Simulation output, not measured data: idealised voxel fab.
process module | voxel ribs on slabs
cross-section cut | 235 nm wide | cells 5 nm
A cross-section is a grid of square cells, given in bands from the top down. A band is one or more rows of cells.
Each band's line starts with the height of the band's top and of its bottom, in nm. Then come its materials from left to right, each with its width in nm. One material with "throughout" fills the band from edge to edge. "air" is empty space.
Height 0 is the level under which the wafer as received is all one material. The lowest band goes on downwards, as in "0 down".
A width such as "30 to 40" changes by the same amount from each row of cells to the next, from the band's top row to its bottom row.
"no change" after a step means that no cell of the cross-section changed.
closed voids: empty space of 8 cells or more with no open way to the top, each as width x height at its distance from the left edge, in nm
after a step's settings: what the simulator itself notes on the step
overlay nm, on a step with a mask: how far to the right of its planned place the mask lay; to the left if negative
plan
1 op RECEIVE | material Si
2 op DIRECTIONAL_DEP | material SiO2 | thk nm 25
3 op DIRECTIONAL_DEP | material polySi | thk nm 20
4 op DIRECTIONAL_DEP | material aC | thk nm 10
5 op PATTERN | tone cover | mask id RIB | material resist | width nm 30 | thk nm 25 | overlay nm 0
6 op DIRECTIONAL_ETCH | etch materials aC | depth nm 10
7 op STRIP | etch materials resist
8 op DIRECTIONAL_ETCH | etch materials polySi | depth nm 10
9 op STRIP | etch materials aC
10 op MASKED_ETCH | tone cover | mask id SLAB | width nm 80 | etch materials polySi | depth nm 10 | overlay nm 0
11 op FILL_DEP | material SiO2 | thk nm 25
12 op CMP | height nm 60
13 op DIRECTIONAL_DEP | material TiN | thk nm 5
14 op PATTERN | tone cover | mask id HEATER | material resist | width nm 40 | thk nm 15 | overlay nm 0
15 op DIRECTIONAL_ETCH | etch materials TiN | depth nm 5
16 op STRIP | etch materials resist
17 op CONFORMAL_DEP | material SiO2 | thk nm 5
as received, after step 1
  0 down: Si throughout
  closed voids: none
first wafer at the end, as planned
  70 to 65: air 90 | SiO2 50 | air 95
  65 to 60: SiO2 95 | TiN 40 | SiO2 100
  60 to 45: SiO2 throughout
  45 to 35: SiO2 100 | polySi 30 | SiO2 105
  35 to 25: SiO2 75 | polySi 80 | SiO2 80
  25 to 0: SiO2 throughout
  0 down: Si throughout
  closed voids: none
second wafer at the end: like start, like plan, one mistake
  60 to 55: air 90 | SiO2 50 | air 95
  55 to 50: SiO2 95 | TiN 40 | SiO2 100
  50 to 45: SiO2 throughout
  45 to 35: SiO2 100 | polySi 30 | SiO2 105
  35 to 25: SiO2 75 | polySi 80 | SiO2 80
  25 to 0: SiO2 throughout
  0 down: Si throughout
  closed voids: none
what went wrong: step 12 ran as: op CMP | height nm 50
at the end the second wafer has, in cells: 94 fewer of SiO2
